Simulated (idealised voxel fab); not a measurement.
process module | voxel air gaps
cross-section cut | 275 nm wide | cells 5 nm
A cross-section is a grid of square cells, given in bands from the top down. A band is one or more rows of cells.
Each band's line starts with the height of the band's top and of its bottom, in nm. Then come its materials from left to right, each with its width in nm. One material with "throughout" fills the band from edge to edge. "air" is empty space.
Height 0 is the level under which the wafer as received is all one material. The lowest band goes on downwards, as in "0 down".
A width such as "30 to 40" changes by the same amount from each row of cells to the next, from the band's top row to its bottom row.
"no change" after a step means that no cell of the cross-section changed.
closed voids: empty space of 8 cells or more with no open way to the top, each as width x height at its distance from the left edge, in nm
after a step's settings: what the simulator itself notes on the step
overlay nm, on a step with a mask: how far to the right of its planned place the mask lay; to the left if negative
plan
1 op RECEIVE | material Si
2 op CONFORMAL_DEP | material SiO2 | thk nm 10
3 op CONFORMAL_DEP | material SiN | thk nm 5
4 op DIRECTIONAL_DEP | material SiO2 | thk nm 35
5 op MASKED_ETCH | tone open | mask id LINES | width nm 20 | pitch nm 50 | etch materials SiO2 | depth nm 35 | overlay nm 0
6 op CONFORMAL_DEP | material TiN | thk nm 5
7 op FILL_DEP | material W | thk nm 10
8 op CMP | height nm 50
9 op EPI | material Ru | thk nm 10
10 op SELECTIVE_ETCH | etch materials SiO2 | depth nm 45
11 op CONFORMAL_DEP | material SiN | thk nm 5
as received, after step 1
  0 down: Si throughout
  closed voids: none
first wafer at the end, as planned
  65 to 60: air 35 | SiN 200 | air 40
  60 to 50: air 35 | SiN 5 | Ru 40 | SiN 10 | Ru 40 | SiN 10 | Ru 40 | SiN 10 | Ru 40 | SiN 5 | air 40
  50 to 45: air 35 | SiN 15 | TiN 5 | W 10 | TiN 5 | SiN 30 | TiN 5 | W 10 | TiN 5 | SiN 30 | TiN 5 | W 10 | TiN 5 | SiN 30 | TiN 5 | W 10 | TiN 5 | SiN 15 | air 40
  45 to 20: air 45 | SiN 5 | TiN 5 | W 10 | TiN 5 | SiN 5 | air 20 | SiN 5 | TiN 5 | W 10 | TiN 5 | SiN 5 | air 20 | SiN 5 | TiN 5 | W 10 | TiN 5 | SiN 5 | air 20 | SiN 5 | TiN 5 | W 10 | TiN 5 | SiN 5 | air 50
  20 to 15: SiN 50 | TiN 20 | SiN 30 | TiN 20 | SiN 30 | TiN 20 | SiN 30 | TiN 20 | SiN 55
  15 to 10: SiN throughout
  10 to 0: SiO2 throughout
  0 down: Si throughout
  closed voids: 20 x 25 at 75; 20 x 25 at 125; 20 x 25 at 175
second wafer at the end: like start, like plan, one mistake
  65 to 60: SiN throughout
  60 to 50: Ru throughout
  50 to 45: TiN 55 | W 10 | TiN 40 | W 10 | TiN 40 | W 10 | TiN 40 | W 10 | TiN 60
  45 to 15: SiO2 50 | TiN 5 | W 10 | TiN 5 | SiO2 30 | TiN 5 | W 10 | TiN 5 | SiO2 30 | TiN 5 | W 10 | TiN 5 | SiO2 30 | TiN 5 | W 10 | TiN 5 | SiO2 55
  15 to 10: SiO2 50 | TiN 20 | SiO2 30 | TiN 20 | SiO2 30 | TiN 20 | SiO2 30 | TiN 20 | SiO2 55
  10 to 0: SiO2 throughout
  0 down: Si throughout
  closed voids: none
what went wrong: step 3 was left out
at the end the second wafer has, in cells: 46 more of Ru | 159 fewer of SiN | 273 more of SiO2 | 47 more of TiN | 8 more of W
closed voids at the end (first wafer, second wafer): 3, 0
